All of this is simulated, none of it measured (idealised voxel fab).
process module | voxel wiring stack
cross-section cut | 260 nm wide | cells 5 nm
A cross-section is a grid of square cells, given in bands from the top down. A band is one or more rows of cells.
Each band's line starts with the height of the band's top and of its bottom, in nm. Then come its materials from left to right, each with its width in nm. One material with "throughout" fills the band from edge to edge. "air" is empty space.
Height 0 is the level under which the wafer as received is all one material. The lowest band goes on downwards, as in "0 down".
A width such as "30 to 40" changes by the same amount from each row of cells to the next, from the band's top row to its bottom row.
"no change" after a step means that no cell of the cross-section changed.
closed voids: empty space of 8 cells or more with no open way to the top, each as width x height at its distance from the left edge, in nm
after a step's settings: what the simulator itself notes on the step
overlay nm, on a step with a mask: how far to the right of its planned place the mask lay; to the left if negative
plan
1 op RECEIVE | material Si
2 op CONFORMAL_DEP | material SiO2 | thk nm 15
3 op CONFORMAL_DEP | material SiCN | thk nm 5
4 op DIRECTIONAL_DEP | material lowk | thk nm 15
5 op DIRECTIONAL_DEP | material aC | thk nm 10
6 op PATTERN | tone open | mask id METAL_1 | material resist | width nm 20 | pitch nm 40 | thk nm 25 | overlay nm 0
7 op DIRECTIONAL_ETCH | etch materials aC | depth nm 10
8 op STRIP | etch materials resist
9 op DIRECTIONAL_ETCH | etch materials lowk | depth nm 15
10 op DIRECTIONAL_ETCH | etch materials SiCN | depth nm 5
11 op STRIP | etch materials aC
12 op CONFORMAL_DEP | material TiN | thk nm 5
13 op FILL_DEP | material Cu | thk nm 5
14 op CMP | height nm 35
15 op EPI | material Ru | thk nm 5
16 op FILL_DEP | material SiCN | thk nm 5
17 op DIRECTIONAL_DEP | material SiO2 | thk nm 15
18 op DIRECTIONAL_DEP | material aC | thk nm 15
19 op PATTERN | tone open | mask id PLUG_1 | material resist | width nm 15 | pitch nm 40 | thk nm 30 | overlay nm 0
20 op DIRECTIONAL_ETCH | etch materials aC | depth nm 15
21 op STRIP | etch materials resist
22 op DIRECTIONAL_ETCH | etch materials SiO2 | depth nm 15
23 op DIRECTIONAL_ETCH | etch materials SiCN | depth nm 5
24 op STRIP | etch materials aC
25 op EPI | material Ru | thk nm 10
26 op EPI | material Ru | thk nm 10
27 op CONFORMAL_DEP | material SiCN | thk nm 5
28 op DIRECTIONAL_DEP | material lowk | thk nm 20
29 op PATTERN | tone open | mask id METAL_2 | material resist | width nm 20 | pitch nm 40 | thk nm 15 | overlay nm 0
30 op DIRECTIONAL_ETCH | etch materials lowk | depth nm 20
31 op DIRECTIONAL_ETCH | etch materials SiCN | depth nm 5
32 op STRIP | etch materials resist
33 op CONFORMAL_DEP | material TiN | thk nm 5
34 op FILL_DEP | material W | thk nm 5
35 op CMP | height nm 85
36 op CONFORMAL_DEP | material SiCN | thk nm 5
37 op DIRECTIONAL_DEP | material lowk | thk nm 30
38 op MASKED_ETCH | tone open | mask id METAL_3 | width nm 20 | pitch nm 40 | etch materials lowk | depth nm 15 | overlay nm 0
39 op MASKED_ETCH | tone open | mask id METAL_3_HOLES | width nm 15 | pitch nm 40 | etch materials lowk | depth nm 15 | overlay nm 0
40 op MASKED_ETCH | tone open | mask id METAL_3_HOLES | width nm 15 | pitch nm 40 | etch materials SiCN | depth nm 5 | overlay nm 0
41 op CONFORMAL_DEP | material TiN | thk nm 5
42 op FILL_DEP | material Cu | thk nm 5
43 op CMP | height nm 120
44 op CONFORMAL_DEP | material SiCN | thk nm 5
45 op DIRECTIONAL_DEP | material SiO2 | thk nm 20
46 op MASKED_ETCH | tone open | mask id PLUG_3 | width nm 15 | pitch nm 40 | etch materials SiO2 | depth nm 20 | overlay nm 0
47 op MASKED_ETCH | tone open | mask id PLUG_3 | width nm 15 | pitch nm 40 | etch materials SiCN | depth nm 5 | overlay nm 0
48 op EPI | material Ru | thk nm 10
49 op EPI | material Ru | thk nm 10
50 op EPI | material Ru | thk nm 5
51 op DIRECTIONAL_DEP | material TiN | thk nm 5
52 op DIRECTIONAL_DEP | material W | thk nm 25
53 op MASKED_ETCH | tone cover | mask id METAL_4 | width nm 20 | pitch nm 40 | etch materials W | depth nm 25 | overlay nm 0
54 op MASKED_ETCH | tone cover | mask id METAL_4 | width nm 20 | pitch nm 40 | etch materials TiN | depth nm 5 | overlay nm -15
55 op CONFORMAL_DEP | material SiCN | thk nm 5
56 op FILL_DEP | material SiO2 | thk nm 5
57 op CMP | height nm 175
58 op CONFORMAL_DEP | material SiCN | thk nm 5
varied across the wafers: overlay nm of step 54. The plan shows the first wafer's value. All wafers start alike
first wafer as received, after step 1
  0 down: Si throughout
  closed voids: none
first wafer at the end, after step 58
  180 to 175: SiCN throughout
  175 to 155: SiO2 75 | SiCN 5 | W 20 | SiCN 5 | SiO2 10 | SiCN 5 | W 20 | SiCN 5 | SiO2 10 | SiCN 5 | W 20 | SiCN 5 | SiO2 75
  155 to 150: SiO2 60 | SiCN 20 | W 20 | SiCN 20 | W 20 | SiCN 20 | W 20 | SiCN 5 | SiO2 75
  150 to 145: SiCN 65 | TiN 35 | SiCN 5 | TiN 35 | SiCN 5 | TiN 35 | SiCN 80
  145 to 125: SiO2 80 | Ru 15 | SiO2 25 | Ru 15 | SiO2 25 | Ru 15 | SiO2 85
  125 to 120: SiCN 80 | Ru 15 | SiCN 25 | Ru 15 | SiCN 25 | Ru 15 | SiCN 85
  120 to 110: lowk 80 | TiN 5 | Cu 10 | TiN 5 | lowk 20 | TiN 5 | Cu 10 | TiN 5 | lowk 20 | TiN 5 | Cu 10 | TiN 5 | lowk 80
  110 to 105: lowk 80 | TiN 5 | Cu 5 | TiN 10 | lowk 20 | TiN 5 | Cu 5 | TiN 10 | lowk 20 | TiN 5 | Cu 5 | TiN 10 | lowk 80
  105 to 90: lowk 80 | TiN 5 | Cu 5 | TiN 5 | lowk 25 | TiN 5 | Cu 5 | TiN 5 | lowk 25 | TiN 5 | Cu 5 | TiN 5 | lowk 85
  90 to 85: SiCN 80 | TiN 15 | SiCN 25 | TiN 15 | SiCN 25 | TiN 15 | SiCN 85
  85 to 65: lowk 80 | TiN 5 | W 10 | TiN 5 | lowk 20 | TiN 5 | W 10 | TiN 5 | lowk 20 | TiN 5 | W 10 | TiN 5 | lowk 80
  65 to 60: SiCN 80 | TiN 20 | SiCN 20 | TiN 20 | SiCN 20 | TiN 20 | SiCN 80
  60 to 45: SiO2 80 | Ru 15 | SiO2 25 | Ru 15 | SiO2 25 | Ru 15 | SiO2 85
  45 to 35: SiCN 80 to 75 | Ru 15 to 30 | SiCN 25 to 10 | Ru 15 to 30 | SiCN 25 to 10 | Ru 15 to 30 | SiCN 85 to 75
  35 to 20: lowk 80 | TiN 5 | Cu 10 | TiN 5 | lowk 20 | TiN 5 | Cu 10 | TiN 5 | lowk 20 | TiN 5 | Cu 10 | TiN 5 | lowk 80
  20 to 15: SiCN 80 | TiN 20 | SiCN 20 | TiN 20 | SiCN 20 | TiN 20 | SiCN 80
  15 to 0: SiO2 throughout
  0 down: Si throughout
  closed voids: none
last wafer at the end
  180 to 175: SiCN throughout
  175 to 155: SiO2 75 | SiCN 5 | W 20 | SiCN 5 | SiO2 10 | SiCN 5 | W 20 | SiCN 5 | SiO2 10 | SiCN 5 | W 20 | SiCN 5 | SiO2 75
  155 to 150: SiO2 75 | SiCN 5 | W 20 | SiCN 20 | W 20 | SiCN 20 | W 20 | SiCN 20 | SiO2 60
  150 to 145: SiCN 80 | TiN 35 | SiCN 5 | TiN 35 | SiCN 5 | TiN 35 | SiCN 65
  145 to 125: SiO2 80 | Ru 15 | SiO2 25 | Ru 15 | SiO2 25 | Ru 15 | SiO2 85
  125 to 120: SiCN 80 | Ru 15 | SiCN 25 | Ru 15 | SiCN 25 | Ru 15 | SiCN 85
  120 to 110: lowk 80 | TiN 5 | Cu 10 | TiN 5 | lowk 20 | TiN 5 | Cu 10 | TiN 5 | lowk 20 | TiN 5 | Cu 10 | TiN 5 | lowk 80
  110 to 105: lowk 80 | TiN 5 | Cu 5 | TiN 10 | lowk 20 | TiN 5 | Cu 5 | TiN 10 | lowk 20 | TiN 5 | Cu 5 | TiN 10 | lowk 80
  105 to 90: lowk 80 | TiN 5 | Cu 5 | TiN 5 | lowk 25 | TiN 5 | Cu 5 | TiN 5 | lowk 25 | TiN 5 | Cu 5 | TiN 5 | lowk 85
  90 to 85: SiCN 80 | TiN 15 | SiCN 25 | TiN 15 | SiCN 25 | TiN 15 | SiCN 85
  85 to 65: lowk 80 | TiN 5 | W 10 | TiN 5 | lowk 20 | TiN 5 | W 10 | TiN 5 | lowk 20 | TiN 5 | W 10 | TiN 5 | lowk 80
  65 to 60: SiCN 80 | TiN 20 | SiCN 20 | TiN 20 | SiCN 20 | TiN 20 | SiCN 80
  60 to 45: SiO2 80 | Ru 15 | SiO2 25 | Ru 15 | SiO2 25 | Ru 15 | SiO2 85
  45 to 35: SiCN 80 to 75 | Ru 15 to 30 | SiCN 25 to 10 | Ru 15 to 30 | SiCN 25 to 10 | Ru 15 to 30 | SiCN 85 to 75
  35 to 20: lowk 80 | TiN 5 | Cu 10 | TiN 5 | lowk 20 | TiN 5 | Cu 10 | TiN 5 | lowk 20 | TiN 5 | Cu 10 | TiN 5 | lowk 80
  20 to 15: SiCN 80 | TiN 20 | SiCN 20 | TiN 20 | SiCN 20 | TiN 20 | SiCN 80
  15 to 0: SiO2 throughout
  0 down: Si throughout
  closed voids: none
each wafer at the end: cells of each material gained (+) or lost (-) since it was received, then its closed voids
overlay nm -15 | +42 Cu | +99 Ru | +363 SiCN | +620 SiO2 | +135 TiN | +84 W | +529 lowk | closed voids: none
overlay nm -10 | +42 Cu | +99 Ru | +365 SiCN | +621 SiO2 | +132 TiN | +84 W | +529 lowk | closed voids: none
overlay nm -5 | +42 Cu | +99 Ru | +365 SiCN | +624 SiO2 | +129 TiN | +84 W | +529 lowk | closed voids: none
overlay nm 0 | +42 Cu | +99 Ru | +365 SiCN | +627 SiO2 | +126 TiN | +84 W | +529 lowk | closed voids: none
overlay nm 5 | +42 Cu | +99 Ru | +365 SiCN | +624 SiO2 | +129 TiN | +84 W | +529 lowk | closed voids: none
overlay nm 10 | +42 Cu | +99 Ru | +365 SiCN | +621 SiO2 | +132 TiN | +84 W | +529 lowk | closed voids: none
overlay nm 15 | +42 Cu | +99 Ru | +363 SiCN | +620 SiO2 | +135 TiN | +84 W | +529 lowk | closed voids: none
